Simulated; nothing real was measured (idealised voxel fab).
The process module presented herein is designated voxel gate over fins.
Each square cell in cross-section cut measures 5 nm, and the section as a whole is 230 nm wide.
A cross-section in this document is a grid of square cells, and it is written down as bands, the top band listed before the ones below it; a band is made up of one or more rows of cells. A band entry consists of two parts. The first gives the height of the band's top and the height of its bottom, in nm. The rest lists the band's materials from left to right, each with its width in nm. A single material labelled with the word "throughout" fills the band from edge to edge, and the word "empty" marks empty space. It should be noted that heights are counted from 0, beneath which the wafer as supplied is of one material throughout, and that the lowest band possesses no lower boundary but continues downward, as written in "0 and below". The notation "30..40" denotes a width that varies across the rows of cells in the band, beginning at the first number in the top row, finishing at the second number in the bottom row, and changing by an identical amount from each row to the next. "everything unchanged" for a step: no cell of the cross-section changed in that step. "Enclosed voids" lists enclosed empty spaces (at least 8 cells, no open path upward to the top), each as width x height at distance from the left edge, in nm. Formally, on a step line, whatever follows the settings is a remark that the simulator itself makes on the step. If you see "overlay nm" on a step's line and that step has a mask, it's telling you how far right of where it was planned the mask ended up; a negative number means it went left instead.
Planned step list for the process:
1: RECEIVE | material Si
2: CONFORMAL_DEP | material SiN | thk nm 5
3: PATTERN | tone cover | mask id FINS | material resist | width nm 15 | pitch nm 50 | thk nm 20 | overlay nm 0
4: DIRECTIONAL_ETCH | etch materials SiN | depth nm 5
5: DIRECTIONAL_ETCH | etch materials Si | depth nm 40
6: STRIP | etch materials resist
7: FILL_DEP | material SiO2 | thk nm 15
8: CMP | height nm 5
9: PATTERN | tone open | mask id RAIL | material resist | width nm 15 | thk nm 20 | overlay nm 0
10: DIRECTIONAL_ETCH | etch materials SiO2 | depth nm 40
11: STRIP | etch materials resist
12: CONFORMAL_DEP | material TiN | thk nm 5
13: FILL_DEP | material Ru | thk nm 5
14: CMP | height nm 5
15: SELECTIVE_ETCH | etch materials W Ru TiN | depth nm 25
16: FILL_DEP | material SiO2 | thk nm 5
17: CMP | height nm 5
18: SELECTIVE_ETCH | etch materials SiO2 | depth nm 15
19: STRIP | etch materials SiN
20: CONFORMAL_DEP | material HfO2 | thk nm 5
21: CONFORMAL_DEP | material TiN | thk nm 5
22: FILL_DEP | material W | thk nm 10
23: CMP | height nm 15
24: CONFORMAL_DEP | material SiCN | thk nm 10
Cross-sectional view of the wafer in its as-received condition, corresponding to the state after step 1:
- 0 and below: Si throughout
- Enclosed voids: none
Module complete - cross-section of the first of two wafers, run according to plan:
- 25 down to 15: SiCN throughout
- 15 down to 10: W throughout
- 10 down to 5: W 45 / TiN 35 / W 15 / TiN 35 / W 15 / TiN 35 / W 50
- 5 down to 0: W 45 / TiN 5 / HfO2 25 / TiN 5 / W 15 / TiN 5 / HfO2 25 / TiN 5 / W 15 / TiN 5 / HfO2 25 / TiN 5 / W 50
- 0 down to -5: TiN 50 / HfO2 5 / Si 15 / HfO2 5 / TiN 25 / HfO2 5 / Si 15 / HfO2 5 / TiN 25 / HfO2 5 / Si 15 / HfO2 5 / TiN 55
- -5 down to -10: HfO2 55 / Si 15 / HfO2 35 / Si 15 / HfO2 35 / Si 15 / HfO2 60
- -10 down to -20: SiO2 55 / Si 15 / SiO2 35 / Si 15 / SiO2 35 / Si 15 / SiO2 60
- -20 down to -30: SiO2 55 / Si 15 / SiO2 10 / TiN 5 / Ru 5 / TiN 5 / SiO2 10 / Si 15 / SiO2 35 / Si 15 / SiO2 60
- -30 down to -35: SiO2 55 / Si 15 / SiO2 10 / TiN 15 / SiO2 10 / Si 15 / SiO2 35 / Si 15 / SiO2 60
- -35 down to -40: SiO2 55 / Si 15 / SiO2 35 / Si 15 / SiO2 35 / Si 15 / SiO2 60
- -40 and below: Si throughout
- Enclosed voids: none
The second wafer, shown in cross-section after the module: started the same way as the first and given the same plan, yet one mistake crept into how it was run:
- 25 down to 15: SiCN throughout
- 15 down to 10: W throughout
- 10 down to 5: W 45 / HfO2 35 / W 15 / HfO2 35 / W 15 / HfO2 35 / W 50
- 5 down to 0: W 45 / HfO2 5 / TiN 25 / HfO2 5 / W 15 / HfO2 5 / TiN 25 / HfO2 5 / W 15 / HfO2 5 / TiN 25 / HfO2 5 / W 50
- 0 down to -5: HfO2 50 / TiN 5 / Si 15 / TiN 5 / HfO2 25 / TiN 5 / Si 15 / TiN 5 / HfO2 25 / TiN 5 / Si 15 / TiN 5 / HfO2 55
- -5 down to -10: TiN 55 / Si 15 / TiN 35 / Si 15 / TiN 35 / Si 15 / TiN 60
- -10 down to -20: SiO2 55 / Si 15 / SiO2 35 / Si 15 / SiO2 35 / Si 15 / SiO2 60
- -20 down to -30: SiO2 55 / Si 15 / SiO2 10 / TiN 5 / Ru 5 / TiN 5 / SiO2 10 / Si 15 / SiO2 35 / Si 15 / SiO2 60
- -30 down to -35: SiO2 55 / Si 15 / SiO2 10 / TiN 15 / SiO2 10 / Si 15 / SiO2 35 / Si 15 / SiO2 60
- -35 down to -40: SiO2 55 / Si 15 / SiO2 35 / Si 15 / SiO2 35 / Si 15 / SiO2 60
- -40 and below: Si throughout
- Enclosed voids: none
What went wrong in running the wafer? steps 20 and 21 traded places in the executed sequence
In the final comparison it is observed that the number of cells assigned to each material is identical for the two wafers, whereas their placement is not.
